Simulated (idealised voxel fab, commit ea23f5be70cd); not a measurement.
Process module, titled voxel self aligned contacts
285 nm wide, 5 nm square cells: that's cross-section cut.
Notation: cross-section as square-cell grid; stated in bands, top first, going down; one or more cell rows per band.
The band entry comprises the height of the band's top followed by the height of its bottom, expressed in nm, and subsequently the band's materials from left to right, each stated together with its width in nm. Where a single material is marked with the word "all across", that material fills the band from edge to edge. The word "air" represents empty space.
Convention: height 0 is the level below which the wafer, as received, is all one material. The lowest band does not terminate at the bottom but continues downward, represented as "0 nm and below".
It should be noted that a width expressed as "30..40" varies in equal increments from row to row of cells within the band, taking the value of the first number at the top row and that of the second number at the bottom row.
Where a step carries "everything unchanged", the cross-section came out of it unchanged, cell for cell.
"Closed void entries" - sealed voids, min. 8 cells, no opening to top; format: width x height at distance (distance from left edge; nm throughout).
Heads up: the bit after the settings on a step's line is the simulator's remark on that step.
A step line may carry the setting "overlay nm", which, for steps involving a mask, states the distance by which the mask lay to the right of its intended position; negative values denote displacement to the left.
-- Here's what the planned process steps look like
1: RECEIVE, material Si
2: CONFORMAL_DEP, material SiO2, thk nm 5
3: DIRECTIONAL_DEP, material polySi, thk nm 25
4: DIRECTIONAL_DEP, material SiN, thk nm 15
5: DIRECTIONAL_DEP, material aC, thk nm 15
6: PATTERN, tone cover, mask id GATE, material resist, width nm 35, pitch nm 60, thk nm 30, overlay nm 0
7: DIRECTIONAL_ETCH, etch materials aC, depth nm 15
8: STRIP, etch materials resist
9: DIRECTIONAL_ETCH, etch materials SiN, depth nm 15
10: DIRECTIONAL_ETCH, etch materials polySi, depth nm 25
11: STRIP, etch materials aC
12: CONFORMAL_DEP, material SiN, thk nm 5
13: DIRECTIONAL_ETCH, etch materials SiN, depth nm 5
14: FILL_DEP, material SiO2, thk nm 15
15: CMP, height nm 55
16: DIRECTIONAL_DEP, material aC, thk nm 15
17: PATTERN, tone open, mask id CONTACT, material resist, width nm 45, pitch nm 60, thk nm 35, overlay nm 0
18: DIRECTIONAL_ETCH, etch materials aC, depth nm 15
19: STRIP, etch materials resist
20: DIRECTIONAL_ETCH, etch materials SiO2, depth nm 55
21: STRIP, etch materials aC
22: CONFORMAL_DEP, material TiN, thk nm 5
23: FILL_DEP, material Ru, thk nm 5
24: CMP, height nm 55
25: CONFORMAL_DEP, material SiCN, thk nm 5
-- Cross-section, incoming material, after step 1
0 nm and below | Si all across
Closed void entries: none
-- First of two wafers: cross-section at end of module, run per plan
60 nm to 55 nm | SiCN all across
55 nm to 45 nm | SiO2: 90 / TiN: 5..20 / Ru: 35..5 / TiN: 5..20 / SiO2: 15 / TiN: 5..20 / Ru: 35..5 / TiN: 5..20 / SiO2: 90
45 nm to 30 nm | SiO2: 60 / SiN: 45 / TiN: 5 / Ru: 5 / TiN: 5 / SiN: 45 / TiN: 5 / Ru: 5 / TiN: 5 / SiN: 45 / SiO2: 60
30 nm to 5 nm | SiO2: 60 / SiN: 5 / polySi: 35 / SiN: 5 / TiN: 5 / Ru: 5 / TiN: 5 / SiN: 5 / polySi: 35 / SiN: 5 / TiN: 5 / Ru: 5 / TiN: 5 / SiN: 5 / polySi: 35 / SiN: 5 / SiO2: 60
5 nm to 0 nm | SiO2: 105 / TiN: 15 / SiO2: 45 / TiN: 15 / SiO2: 105
0 nm and below | Si all across
Closed void entries: none
-- Wafer two (of two), end-of-module cross-section: start = wafer one, plan = wafer one, one run mistake
60 nm to 55 nm | SiCN all across
55 nm to 50 nm | SiO2: 90 / TiN: 20 / Ru: 5 / TiN: 20 / SiO2: 15 / TiN: 20 / Ru: 5 / TiN: 20 / SiO2: 90
50 nm to 35 nm | SiO2: 60 / SiN: 45 / TiN: 5 / Ru: 5 / TiN: 5 / SiN: 45 / TiN: 5 / Ru: 5 / TiN: 5 / SiN: 45 / SiO2: 60
35 nm to 15 nm | SiO2: 60 / SiN: 5 / polySi: 35 / SiN: 5 / TiN: 5 / Ru: 5 / TiN: 5 / SiN: 5 / polySi: 35 / SiN: 5 / TiN: 5 / Ru: 5 / TiN: 5 / SiN: 5 / polySi: 35 / SiN: 5 / SiO2: 60
15 nm to 10 nm | SiO2: 60 / SiN: 5 / polySi: 35 / SiN: 5 / TiN: 15 / SiN: 5 / polySi: 35 / SiN: 5 / TiN: 15 / SiN: 5 / polySi: 35 / SiN: 5 / SiO2: 60
10 nm to 5 nm | polySi all across
5 nm to 0 nm | SiO2 all across
0 nm and below | Si all across
Closed void entries: none
The plan and the run diverged here: step 3 ran with different settings than intended, the actual operation and settings being DIRECTIONAL_DEP, material polySi, thk nm 30
Materials where the second wafer ends with more or fewer cells than the first: Ru -16; SiO2 -33; TiN -8; polySi +57
